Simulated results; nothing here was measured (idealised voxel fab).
The document below concerns the process module designated voxel ribs on slabs.
Each square cell in cross-section cut measures 5 nm, and the section as a whole is 160 nm wide.
Just so we're on the same page, the cross-sections are grids of square cells, and they're listed out in bands top to bottom, each band one or more rows deep. For a band, the entry starts with two heights in nm, that of the top and then that of the bottom, and carries on with the band's materials in order from left to right, each alongside its width in nm; the word "all across" beside a single material means it fills the band edge to edge, and "blank" means empty space. Ref level 0: as-received wafer is one material below here. Bottom band extends down with no lower bound ("top 0, no bottom"). Note: "30 to 40" means the width goes from the first number (top row of the band) to the second number (bottom row) in equal steps per row of cells. "remains unaltered" after a step means that no cell of the cross-section changed. "Enclosed void inventory" means: voids of 8 cells or more that are shut off from the top with no open way through. Written width x height at distance, distance from the left edge, in nm. Text after the settings on a step's line: the simulator's own remark on that step. overlay nm, on a step with a mask: how far to the right of its planned place the mask lay; to the left if negative.
## Steps planned for the process
1,RECEIVE: material Si
2,DIRECTIONAL_DEP: material SiO2, thk nm 20
3,DIRECTIONAL_DEP: material polySi, thk nm 20
4,PATTERN: tone cover, mask id RIB, material resist, width nm 30, thk nm 15, overlay nm 0
5,DIRECTIONAL_ETCH: etch materials polySi, depth nm 5
6,STRIP: etch materials resist
7,PATTERN: tone cover, mask id SLAB, material resist, width nm 60, thk nm 20, overlay nm 0
8,DIRECTIONAL_ETCH: etch materials polySi, depth nm 15
9,STRIP: etch materials resist
10,FILL_DEP: material SiO2, thk nm 20
11,CMP: height nm 50
12,DIRECTIONAL_DEP: material TiN, thk nm 10
13,PATTERN: tone cover, mask id HEATER, material resist, width nm 40, thk nm 15, overlay nm 0
14,DIRECTIONAL_ETCH: etch materials TiN, depth nm 10
15,STRIP: etch materials resist
16,CONFORMAL_DEP: material SiO2, thk nm 5
## Wafer cross-section on receipt, i.e. after step 1
top 0, no bottom: Si all across
Enclosed void inventory: none
## First of two wafers, end-of-module section, run followed plan
top 65, bottom 60: blank (55), SiO2 (50), blank (55)
top 60, bottom 55: blank (55), SiO2 (5), TiN (40), SiO2 (5), blank (55)
top 55, bottom 50: SiO2 (60), TiN (40), SiO2 (60)
top 50, bottom 40: SiO2 all across
top 40, bottom 35: SiO2 (65), polySi (30), SiO2 (65)
top 35, bottom 20: SiO2 (50), polySi (60), SiO2 (50)
top 20, bottom 0: SiO2 all across
top 0, no bottom: Si all across
Enclosed void inventory: none
## Same start, same plan as the first wafer - but one mistake in the run. Cross-section of the second of the two at the end of the module
top 60, bottom 50: blank (60), TiN (40), blank (60)
top 50, bottom 40: SiO2 all across
top 40, bottom 35: SiO2 (65), polySi (30), SiO2 (65)
top 35, bottom 20: SiO2 (50), polySi (60), SiO2 (50)
top 20, bottom 0: SiO2 all across
top 0, no bottom: Si all across
Enclosed void inventory: none
So what did we get wrong on this run? yeah, step 16 of the plan got skipped, never ran
Wrapping up, a cell-based count of both wafers puts the second over or under the first for these materials: 36 fewer of SiO2
